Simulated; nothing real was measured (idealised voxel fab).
The document below concerns the process module designated voxel wiring stack.
The figure presents cross-section cut, which has a width of 285 nm and is divided into square cells with an edge length of 5 nm.
We lay out every cross-section as a grid of square cells and spell it out in bands from the top down, where one band means one or more rows of cells.
Read a band's entry like this: the first values are the height of its top and the height of its bottom in nm, and what follows is the sequence of materials from left to right, each with its width in nm. Note that "empty" is empty space, and that a single material marked "everywhere" reaches across the band from edge to edge.
Basically, 0 is our baseline, since under it the wafer straight out of the box is all one material. The bottom band has no lower end and keeps on going down, so it looks like "0 and below".
The expression "30 to 40" gives the width at the extremes of the band, the first number at its top row of cells and the second at its bottom row, with the width changing by equal amounts from each row to the next in between.
"all unchanged" (step): cross-section cells unchanged, all of them.
You'll see "Enclosed internal cavities" listing empty spaces that have no way open to the top, as long as they're 8 cells or more; the notation is width x height at distance, where the distance is from the left edge, and all of it is in nm.
That trailing text on a step's line, after the settings, is the simulator's own remark on the step.
overlay nm: mask offset rightward from planned place, masked step; negative means leftward offset.

[Intended process steps]
1,RECEIVE: material Si
2,CONFORMAL_DEP: material SiO2, thk nm 15
3,DIRECTIONAL_DEP: material TiN, thk nm 5
4,DIRECTIONAL_DEP: material Ru, thk nm 15
5,PATTERN: tone cover, mask id METAL_1, material resist, width nm 25, pitch nm 40, thk nm 20, overlay nm 0
6,DIRECTIONAL_ETCH: etch materials Ru, depth nm 15
7,DIRECTIONAL_ETCH: etch materials TiN, depth nm 5
8,STRIP: etch materials resist
9,CONFORMAL_DEP: material SiCN, thk nm 5
10,FILL_DEP: material SiO2, thk nm 10
11,CMP: height nm 35
12,CONFORMAL_DEP: material SiCN, thk nm 5
13,DIRECTIONAL_DEP: material SiO2, thk nm 25
14,PATTERN: tone open, mask id METAL_2_HOLES, material resist, width nm 15, pitch nm 40, thk nm 20, overlay nm 0
15,DIRECTIONAL_ETCH: etch materials SiO2, depth nm 25
16,STRIP: etch materials resist
17,DIRECTIONAL_DEP: material aC, thk nm 10
18,PATTERN: tone open, mask id METAL_2, material resist, width nm 25, pitch nm 40, thk nm 25, overlay nm 0
19,DIRECTIONAL_ETCH: etch materials aC, depth nm 10
20,STRIP: etch materials resist
21,DIRECTIONAL_ETCH: etch materials SiO2, depth nm 15
22,DIRECTIONAL_ETCH: etch materials SiCN, depth nm 5
23,STRIP: etch materials aC
24,CONFORMAL_DEP: material TiN, thk nm 5
25,FILL_DEP: material Ru, thk nm 10
26,CMP: height nm 65
27,CONFORMAL_DEP: material SiN, thk nm 5

[Cross-section, incoming material, after step 1]
- 0 and below = Si everywhere
- Enclosed internal cavities: none

[Looking at the first of two wafers in cross-section at end of module - ran to plan]
- 70 down to 65 = SiN everywhere
- 65 down to 55 = SiO2 (90), then TiN (5), then Ru (15), then TiN (5), then SiO2 (15), then TiN (5), then Ru (15), then TiN (5), then SiO2 (15), then TiN (5), then Ru (15), then TiN (5), then SiO2 (90)
- 55 down to 50 = SiO2 (90), then TiN (5), then Ru (5), then TiN (15), then SiO2 (15), then TiN (5), then Ru (5), then TiN (15), then SiO2 (15), then TiN (5), then Ru (5), then TiN (15), then SiO2 (90)
- 50 down to 40 = SiO2 (90), then TiN (5), then Ru (5), then TiN (5), then SiO2 (25), then TiN (5), then Ru (5), then TiN (5), then SiO2 (25), then TiN (5), then Ru (5), then TiN (5), then SiO2 (100)
- 40 down to 35 = SiCN (90), then TiN (15), then SiCN (25), then TiN (15), then SiCN (25), then TiN (15), then SiCN (100)
- 35 down to 20 = SiO2 (85), then SiCN (5), then Ru (25), then SiCN (5), then SiO2 (5), then SiCN (5), then Ru (25), then SiCN (5), then SiO2 (5), then SiCN (5), then Ru (25), then SiCN (5), then SiO2 (85)
- 20 down to 15 = SiCN (90), then TiN (25), then SiCN (15), then TiN (25), then SiCN (15), then TiN (25), then SiCN (90)
- 15 down to 0 = SiO2 everywhere
- 0 and below = Si everywhere
- Enclosed internal cavities: none

[Wafer two, sectioned after the module: the first wafer's start, the first wafer's plan, and one mistake in how it was run]
- 70 down to 65 = SiN everywhere
- 65 down to 55 = SiO2 (90), then TiN (5), then Ru (25), then TiN (5), then SiO2 (5), then TiN (5), then Ru (25), then TiN (5), then SiO2 (5), then TiN (5), then Ru (25), then TiN (5), then SiO2 (80)
- 55 down to 45 = SiO2 (90), then TiN (5), then Ru (5), then TiN (25 to 5), then SiO2 (5 to 25), then TiN (5), then Ru (5), then TiN (25 to 5), then SiO2 (5 to 25), then TiN (5), then Ru (5), then TiN (25 to 5), then SiO2 (80 to 100)
- 45 down to 40 = SiO2 (90), then TiN (15), then SiO2 (25), then TiN (15), then SiO2 (25), then TiN (15), then SiO2 (100)
- 40 down to 35 = SiCN (100), then TiN (5), then SiCN (35), then TiN (5), then SiCN (35), then TiN (5), then SiCN (100)
- 35 down to 20 = SiO2 (85), then SiCN (5), then Ru (25), then SiCN (5), then SiO2 (5), then SiCN (5), then Ru (25), then SiCN (5), then SiO2 (5), then SiCN (5), then Ru (25), then SiCN (5), then SiO2 (85)
- 20 down to 15 = SiCN (90), then TiN (25), then SiCN (15), then TiN (25), then SiCN (15), then TiN (25), then SiCN (90)
- 15 down to 0 = SiO2 everywhere
- 0 and below = Si everywhere
- Enclosed internal cavities: none
So what did we get wrong on this run? step 18 was run on a setting that differed from the plan, and what really ran there is PATTERN: tone open, mask id METAL_2, material resist, width nm 25, pitch nm 40, thk nm 25, overlay nm 10
It is noted that, at the conclusion of processing, the second wafer exhibits a higher or lower cell count for certain materials relative to the first: 9 more of Ru; 6 more of SiCN; 18 fewer of SiO2; 3 more of TiN
